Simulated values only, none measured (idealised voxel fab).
process module | voxel ribs on slabs
cross-section cut | 280 nm wide | cells 5 nm
A cross-section is a grid of square cells, given in bands from the top down. A band is one or more rows of cells.
Each band's line starts with the height of the band's top and of its bottom, in nm. Then come its materials from left to right, each with its width in nm. One material with "throughout" fills the band from edge to edge. "air" is empty space.
Height 0 is the level under which the wafer as received is all one material. The lowest band goes on downwards, as in "0 down".
A width such as "30 to 40" changes by the same amount from each row of cells to the next, from the band's top row to its bottom row.
"no change" after a step means that no cell of the cross-section changed.
closed voids: empty space of 8 cells or more with no open way to the top, each as width x height at its distance from the left edge, in nm
after a step's settings: what the simulator itself notes on the step
overlay nm, on a step with a mask: how far to the right of its planned place the mask lay; to the left if negative
plan
1 op RECEIVE | material Si
2 op DIRECTIONAL_DEP | material SiO2 | thk nm 30
3 op DIRECTIONAL_DEP | material polySi | thk nm 20
4 op DIRECTIONAL_DEP | material aC | thk nm 15
5 op PATTERN | tone cover | mask id RIB | material resist | width nm 30 | thk nm 30 | overlay nm 0
6 op DIRECTIONAL_ETCH | etch materials aC | depth nm 15
7 op STRIP | etch materials resist
8 op DIRECTIONAL_ETCH | etch materials polySi | depth nm 15
9 op STRIP | etch materials aC
10 op DIRECTIONAL_DEP | material aC | thk nm 15
11 op PATTERN | tone cover | mask id SLAB | material resist | width nm 70 | thk nm 30 | overlay nm 0
12 op DIRECTIONAL_ETCH | etch materials aC | depth nm 15
13 op STRIP | etch materials resist
14 op DIRECTIONAL_ETCH | etch materials polySi | depth nm 5
15 op STRIP | etch materials aC
16 op FILL_DEP | material SiO2 | thk nm 30
17 op CMP | height nm 70
18 op DIRECTIONAL_DEP | material TiN | thk nm 10
19 op DIRECTIONAL_DEP | material aC | thk nm 15
20 op PATTERN | tone cover | mask id HEATER | material resist | width nm 40 | thk nm 35 | overlay nm 0
21 op DIRECTIONAL_ETCH | etch materials aC | depth nm 15
22 op STRIP | etch materials resist
23 op DIRECTIONAL_ETCH | etch materials TiN | depth nm 10
24 op STRIP | etch materials aC
25 op CONFORMAL_DEP | material SiO2 | thk nm 5
as received, after step 1
  0 down: Si throughout
  closed voids: none
first wafer at the end, as planned
  85 to 80: air 115 | SiO2 50 | air 115
  80 to 75: air 115 | SiO2 5 | TiN 40 | SiO2 5 | air 115
  75 to 70: SiO2 120 | TiN 40 | SiO2 120
  70 to 50: SiO2 throughout
  50 to 35: SiO2 125 | polySi 30 | SiO2 125
  35 to 30: SiO2 105 | polySi 70 | SiO2 105
  30 to 0: SiO2 throughout
  0 down: Si throughout
  closed voids: none
second wafer at the end: like start, like plan, one mistake
  85 to 80: air 120 | SiO2 45 | air 115
  80 to 75: air 120 | SiO2 5 | TiN 35 | SiO2 5 | air 115
  75 to 70: SiO2 125 | TiN 35 | SiO2 120
  70 to 50: SiO2 throughout
  50 to 35: SiO2 125 | polySi 30 | SiO2 125
  35 to 30: SiO2 105 | polySi 70 | SiO2 105
  30 to 0: SiO2 throughout
  0 down: Si throughout
  closed voids: none
what went wrong: step 20 ran as: op PATTERN | tone cover | mask id HEATER | material resist | width nm 35 | thk nm 35 | overlay nm 0
at the end the second wafer has, in cells: 2 fewer of TiN
